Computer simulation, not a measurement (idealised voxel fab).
process module | voxel released beams
cross-section cut | 160 nm wide | cells 5 nm
A cross-section is a grid of square cells, given in bands from the top down. A band is one or more rows of cells.
Each band's line starts with the height of the band's top and of its bottom, in nm. Then come its materials from left to right, each with its width in nm. One material with "throughout" fills the band from edge to edge. "air" is empty space.
Height 0 is the level under which the wafer as received is all one material. The lowest band goes on downwards, as in "0 down".
A width such as "30 to 40" changes by the same amount from each row of cells to the next, from the band's top row to its bottom row.
"no change" after a step means that no cell of the cross-section changed.
closed voids: empty space of 8 cells or more with no open way to the top, each as width x height at its distance from the left edge, in nm
after a step's settings: what the simulator itself notes on the step
overlay nm, on a step with a mask: how far to the right of its planned place the mask lay; to the left if negative
plan
1 op RECEIVE | material Si
2 op CONFORMAL_DEP | material Al2O3 | thk nm 5
3 op DIRECTIONAL_DEP | material SiO2 | thk nm 20
4 op DIRECTIONAL_DEP | material aC | thk nm 15
5 op PATTERN | tone open | mask id ANCHOR | material resist | width nm 35 | thk nm 30 | overlay nm 0
6 op DIRECTIONAL_ETCH | etch materials aC | depth nm 15
7 op STRIP | etch materials resist
8 op DIRECTIONAL_ETCH | etch materials SiO2 | depth nm 20
9 op STRIP | etch materials aC
10 op CONFORMAL_DEP | material W | thk nm 10
11 op DIRECTIONAL_DEP | material aC | thk nm 10
12 op PATTERN | tone cover | mask id BEAM | material resist | width nm 110 | thk nm 30 | overlay nm 0
13 op DIRECTIONAL_ETCH | etch materials aC | depth nm 10
14 op STRIP | etch materials resist
15 op DIRECTIONAL_ETCH | etch materials W | depth nm 10
16 op STRIP | etch materials aC
17 op STRIP | etch materials SiO2
as received, after step 1
  0 down: Si throughout
  closed voids: none
a wafer at the end: this start, this plan, one mistake
  35 to 25: air 20 | W 15 | air 20 | W 75 | air 30
  25 to 15: air 25 | W 10 | air 20 | W 10 | air 95
  15 to 5: air 25 | W 40 | air 95
  5 to 0: Al2O3 throughout
  0 down: Si throughout
  closed voids: none
what went wrong: step 5 ran as: op PATTERN | tone open | mask id ANCHOR | material resist | width nm 40 | thk nm 30 | overlay nm 0
